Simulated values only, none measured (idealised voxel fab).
The following is a process module called voxel spacer lines.
Square cell edge 5 nm, section width 300 nm, ID cut.
Reading order for cross-sections: top band down to bottom band. Underlying form: a grid of square cells. Band size: one or more rows of cells. First you get the band's top height and its bottom height, in nm, and then the materials it's made of, left to right, with each width in nm. If you see a single material with "everywhere", that one covers the band edge to edge. "blank" is empty space. Counting heights begins at 0, where everything beneath is, in the wafer as received, one material. The lowest band has no bottom; it goes on downwards, as "0 down" shows. The width entry "30->40" should be interpreted row by row: the top row of cells in the band takes the first number, the bottom row takes the second number, and the change between adjacent rows is uniform throughout. Step marked "stayed the same"? Then no cell in the cross-section changed in it. "Internal closed voids" means: voids of 8 cells or more that are shut off from the top with no open way through. Written width x height at distance, distance from the left edge, in nm. after a step's settings: what the simulator itself notes on the step. The setting "overlay nm" may be written on the line of a step. When the step uses a mask, the value reports how far to the right of the planned place the mask lay, and a negative value reports that it lay to the left.
## Process steps - plan
step 1: RECEIVE,material Si
step 2: CONFORMAL_DEP,material Al2O3,thk nm 10
step 3: DIRECTIONAL_DEP,material W,thk nm 15
step 4: DIRECTIONAL_DEP,material polySi,thk nm 25
step 5: PATTERN,tone cover,mask id MANDREL,material resist,width nm 15,pitch nm 50,thk nm 30,overlay nm 0
step 6: DIRECTIONAL_ETCH,etch materials polySi,depth nm 25
step 7: STRIP,etch materials resist
step 8: CONFORMAL_DEP,material SiO2,thk nm 10
step 9: DIRECTIONAL_ETCH,etch materials SiO2,depth nm 10
step 10: STRIP,etch materials polySi
step 11: DIRECTIONAL_ETCH,etch materials W,depth nm 15
step 12: STRIP,etch materials SiO2
step 13: FILL_DEP,material SiO2,thk nm 5
step 14: CMP,height nm 25
## On the first of the two wafers: run conducted according to plan
## Wafer at receipt (post step 1), cross-section
    0 down = Si everywhere
    Internal closed voids: none
## Cross-section through the wafer, step 2 finished
    10 to 0 = Al2O3 everywhere
    Note: structure below 0 unchanged.
## Cross-section through the wafer, step 3 finished
    25 to 10 = W everywhere
    Note: structure below 10 unchanged.
## Cross-section through the wafer, step 4 finished
    50 to 25 = polySi everywhere
    Note: structure below 25 unchanged.
## Cross-section through the wafer, step 5 finished
    80 to 50 = blank (115); resist (15); blank (35); resist (15); blank (120)
    Note: structure below 50 unchanged.
## Cross-section through the wafer, step 6 finished
    80 to 50 = blank (115); resist (15); blank (35); resist (15); blank (120)
    50 to 25 = blank (115); polySi (15); blank (35); polySi (15); blank (120)
    Note: structure below 25 unchanged.
## Cross-section through the wafer, step 7 finished
    50 to 25 = blank (115); polySi (15); blank (35); polySi (15); blank (120)
    Note: structure below 25 unchanged.
## Cross-section through the wafer, step 8 finished
    60 to 50 = blank (105); SiO2 (35); blank (15); SiO2 (35); blank (110)
    50 to 35 = blank (105); SiO2 (10); polySi (15); SiO2 (10); blank (15); SiO2 (10); polySi (15); SiO2 (10); blank (110)
    35 to 25 = SiO2 (115); polySi (15); SiO2 (35); polySi (15); SiO2 (120)
    Note: structure below 25 unchanged.
## Cross-section through the wafer, step 9 finished
    50 to 25 = blank (105); SiO2 (10); polySi (15); SiO2 (10); blank (15); SiO2 (10); polySi (15); SiO2 (10); blank (110)
    Note: structure below 25 unchanged.
## Cross-section through the wafer, step 10 finished
    50 to 25 = blank (105); SiO2 (10); blank (15); SiO2 (10); blank (15); SiO2 (10); blank (15); SiO2 (10); blank (110)
    Note: structure below 25 unchanged.
## Cross-section through the wafer, step 11 finished
    50 to 25 = blank (105); SiO2 (10); blank (15); SiO2 (10); blank (15); SiO2 (10); blank (15); SiO2 (10); blank (110)
    25 to 10 = blank (105); W (10); blank (15); W (10); blank (15); W (10); blank (15); W (10); blank (110)
    Note: structure below 10 unchanged.
## Cross-section through the wafer, step 12 finished
    25 to 10 = blank (105); W (10); blank (15); W (10); blank (15); W (10); blank (15); W (10); blank (110)
    Note: structure below 10 unchanged.
## Cross-section through the wafer, step 13 finished
    30 to 25 = SiO2 everywhere
    25 to 10 = SiO2 (105); W (10); SiO2 (15); W (10); SiO2 (15); W (10); SiO2 (15); W (10); SiO2 (110)
    Note: structure below 10 unchanged.
## Cross-section through the wafer, step 14 finished
    25 to 10 = SiO2 (105); W (10); SiO2 (15); W (10); SiO2 (15); W (10); SiO2 (15); W (10); SiO2 (110)
    Note: structure below 10 unchanged.
## Wafer two. Identical start, identical plan. One mistake in execution. Identical history through step 11
## The second wafer in cross-section, at the planned close of step 12
    25 to 10 = blank (105); W (10); blank (15); W (10); blank (15); W (10); blank (15); W (10); blank (110)
    Note: structure below 10 unchanged.
## The second wafer in cross-section, at the planned close of step 13
    30 to 25 = SiO2 everywhere
    25 to 10 = SiO2 (105); W (10); SiO2 (15); W (10); SiO2 (15); W (10); SiO2 (15); W (10); SiO2 (110)
    Note: structure below 10 unchanged.
## The second wafer in cross-section, at the planned close of step 14
    25 to 10 = SiO2 (105); W (10); SiO2 (15); W (10); SiO2 (15); W (10); SiO2 (15); W (10); SiO2 (110)
    Note: structure below 10 unchanged.
What broke from the plan during processing? plan step 12 was conducted twice
The final cross-section is the same for the two wafers, so this model computes the same thing whether or not the mistake was made.
